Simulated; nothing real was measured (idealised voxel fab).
process module | voxel tone inversion
In the cross-section labelled cut, the width is 145 nm and each square cell is 5 nm.
Think of the cross-section as a grid of square cells. We describe it in bands, top to bottom, and each band covers one or more rows of those cells. Quick guide to a band line: top height, bottom height (nm) up front; then every material left to right with its width in nm. Only one material and it's marked "throughout"? Then it fills the band edge to edge. And "blank" just means empty space. Where do heights start? At 0: under that level the wafer as delivered is made of one material only. And the lowest band has no floor; it just carries on downward, as in "0 down". The two numbers in a width such as "30->40" mark its ends across the band: the first belongs to the top row of cells, the second to the bottom row, and from each row to the next the width moves by the same amount. "nothing altered" -> step changed no cross-section cell. Listed in "Enclosed void inventory": every empty space of 8 or more cells without an open way to the top. Form: width x height at distance, the distance being from the left edge, all in nm. That trailing text on a step's line, after the settings, is the simulator's own remark on the step. If you see "overlay nm" on a step's line and that step has a mask, it's telling you how far right of where it was planned the mask ended up; a negative number means it went left instead.
These are the steps we planned for the process
1,RECEIVE (material Si)
2,CONFORMAL_DEP (material SiN; thk nm 10)
3,DIRECTIONAL_DEP (material polySi; thk nm 15)
4,PATTERN (tone cover; mask id POSTS; material resist; width nm 15; pitch nm 30; thk nm 25; overlay nm 0)
5,DIRECTIONAL_ETCH (etch materials polySi; depth nm 15)
6,STRIP (etch materials resist)
7,FILL_DEP (material SiO2; thk nm 10)
8,CMP (height nm 25)
9,STRIP (etch materials polySi)
10,CONFORMAL_DEP (material TiN; thk nm 5)
11,FILL_DEP (material Ru; thk nm 10)
12,CMP (height nm 25)
13,CONFORMAL_DEP (material SiCN; thk nm 5)
The first of two wafers, run as planned
Cross-section of the wafer upon arrival, representing the state reached after step 1
	0 down: Si throughout
	Enclosed void inventory: none
Upon completion of step 2, the wafer appears in cross-section as shown
	10 to 0: SiN throughout
	Beneath the level 0, the cross-section is identical to its previous state.
Upon completion of step 3, the wafer appears in cross-section as shown
	25 to 10: polySi throughout
	Beneath the level 10, the cross-section is identical to its previous state.
Upon completion of step 4, the wafer appears in cross-section as shown
	50 to 25: blank 35; resist 15; blank 15; resist 15; blank 15; resist 15; blank 35
	Beneath the level 25, the cross-section is identical to its previous state.
Upon completion of step 5, the wafer appears in cross-section as shown
	50 to 25: blank 35; resist 15; blank 15; resist 15; blank 15; resist 15; blank 35
	25 to 10: blank 35; polySi 15; blank 15; polySi 15; blank 15; polySi 15; blank 35
	Beneath the level 10, the cross-section is identical to its previous state.
Upon completion of step 6, the wafer appears in cross-section as shown
	25 to 10: blank 35; polySi 15; blank 15; polySi 15; blank 15; polySi 15; blank 35
	Beneath the level 10, the cross-section is identical to its previous state.
Upon completion of step 7, the wafer appears in cross-section as shown
	35 to 25: SiO2 throughout
	25 to 10: SiO2 35; polySi 15; SiO2 15; polySi 15; SiO2 15; polySi 15; SiO2 35
	Beneath the level 10, the cross-section is identical to its previous state.
Upon completion of step 8, the wafer appears in cross-section as shown
	25 to 10: SiO2 35; polySi 15; SiO2 15; polySi 15; SiO2 15; polySi 15; SiO2 35
	Beneath the level 10, the cross-section is identical to its previous state.
Upon completion of step 9, the wafer appears in cross-section as shown
	25 to 10: SiO2 35; blank 15; SiO2 15; blank 15; SiO2 15; blank 15; SiO2 35
	Beneath the level 10, the cross-section is identical to its previous state.
Upon completion of step 10, the wafer appears in cross-section as shown
	30 to 25: TiN 40; blank 5; TiN 25; blank 5; TiN 25; blank 5; TiN 40
	25 to 15: SiO2 35; TiN 5; blank 5; TiN 5; SiO2 15; TiN 5; blank 5; TiN 5; SiO2 15; TiN 5; blank 5; TiN 5; SiO2 35
	15 to 10: SiO2 35; TiN 15; SiO2 15; TiN 15; SiO2 15; TiN 15; SiO2 35
	Beneath the level 10, the cross-section is identical to its previous state.
Upon completion of step 11, the wafer appears in cross-section as shown
	40 to 30: Ru throughout
	30 to 25: TiN 40; Ru 5; TiN 25; Ru 5; TiN 25; Ru 5; TiN 40
	25 to 15: SiO2 35; TiN 5; Ru 5; TiN 5; SiO2 15; TiN 5; Ru 5; TiN 5; SiO2 15; TiN 5; Ru 5; TiN 5; SiO2 35
	Beneath the level 15, the cross-section is identical to its previous state.
Upon completion of step 12, the wafer appears in cross-section as shown
	25 to 15: SiO2 35; TiN 5; Ru 5; TiN 5; SiO2 15; TiN 5; Ru 5; TiN 5; SiO2 15; TiN 5; Ru 5; TiN 5; SiO2 35
	Beneath the level 15, the cross-section is identical to its previous state.
Upon completion of step 13, the wafer appears in cross-section as shown
	30 to 25: SiCN throughout
	Beneath the level 25, the cross-section is identical to its previous state.
It is to be noted that the second wafer proceeded from the same initial state and according to the same plan as the first, although one mistake was committed in its execution; through step 3, inclusive, the two wafers share an identical history
Second wafer at the planned finish of step 4, seen in cross-section
	50 to 25: blank 30; resist 15; blank 15; resist 15; blank 15; resist 15; blank 40
	Beneath the level 25, the cross-section is identical to its previous state.
Second wafer at the planned finish of step 5, seen in cross-section
	50 to 25: blank 30; resist 15; blank 15; resist 15; blank 15; resist 15; blank 40
	25 to 10: blank 30; polySi 15; blank 15; polySi 15; blank 15; polySi 15; blank 40
	Beneath the level 10, the cross-section is identical to its previous state.
Second wafer at the planned finish of step 6, seen in cross-section
	25 to 10: blank 30; polySi 15; blank 15; polySi 15; blank 15; polySi 15; blank 40
	Beneath the level 10, the cross-section is identical to its previous state.
Second wafer at the planned finish of step 7, seen in cross-section
	35 to 25: SiO2 throughout
	25 to 10: SiO2 30; polySi 15; SiO2 15; polySi 15; SiO2 15; polySi 15; SiO2 40
	Beneath the level 10, the cross-section is identical to its previous state.
Second wafer at the planned finish of step 8, seen in cross-section
	25 to 10: SiO2 30; polySi 15; SiO2 15; polySi 15; SiO2 15; polySi 15; SiO2 40
	Beneath the level 10, the cross-section is identical to its previous state.
Second wafer at the planned finish of step 9, seen in cross-section
	25 to 10: SiO2 30; blank 15; SiO2 15; blank 15; SiO2 15; blank 15; SiO2 40
	Beneath the level 10, the cross-section is identical to its previous state.
Second wafer at the planned finish of step 10, seen in cross-section
	30 to 25: TiN 35; blank 5; TiN 25; blank 5; TiN 25; blank 5; TiN 45
	25 to 15: SiO2 30; TiN 5; blank 5; TiN 5; SiO2 15; TiN 5; blank 5; TiN 5; SiO2 15; TiN 5; blank 5; TiN 5; SiO2 40
	15 to 10: SiO2 30; TiN 15; SiO2 15; TiN 15; SiO2 15; TiN 15; SiO2 40
	Beneath the level 10, the cross-section is identical to its previous state.
Second wafer at the planned finish of step 11, seen in cross-section
	40 to 30: Ru throughout
	30 to 25: TiN 35; Ru 5; TiN 25; Ru 5; TiN 25; Ru 5; TiN 45
	25 to 15: SiO2 30; TiN 5; Ru 5; TiN 5; SiO2 15; TiN 5; Ru 5; TiN 5; SiO2 15; TiN 5; Ru 5; TiN 5; SiO2 40
	Beneath the level 15, the cross-section is identical to its previous state.
Second wafer at the planned finish of step 12, seen in cross-section
	25 to 15: SiO2 30; TiN 5; Ru 5; TiN 5; SiO2 15; TiN 5; Ru 5; TiN 5; SiO2 15; TiN 5; Ru 5; TiN 5; SiO2 40
	Beneath the level 15, the cross-section is identical to its previous state.
Second wafer at the planned finish of step 13, seen in cross-section
	30 to 25: SiCN throughout
	Beneath the level 25, the cross-section is identical to its previous state.
Deviation noted in wafer processing: contrary to plan, step 4 was performed as PATTERN (tone cover; mask id POSTS; material resist; width nm 15; pitch nm 30; thk nm 25; overlay nm -5)
Tallied in cells, the final second wafer holds each material in the same quantity as the first, although not at the same places.
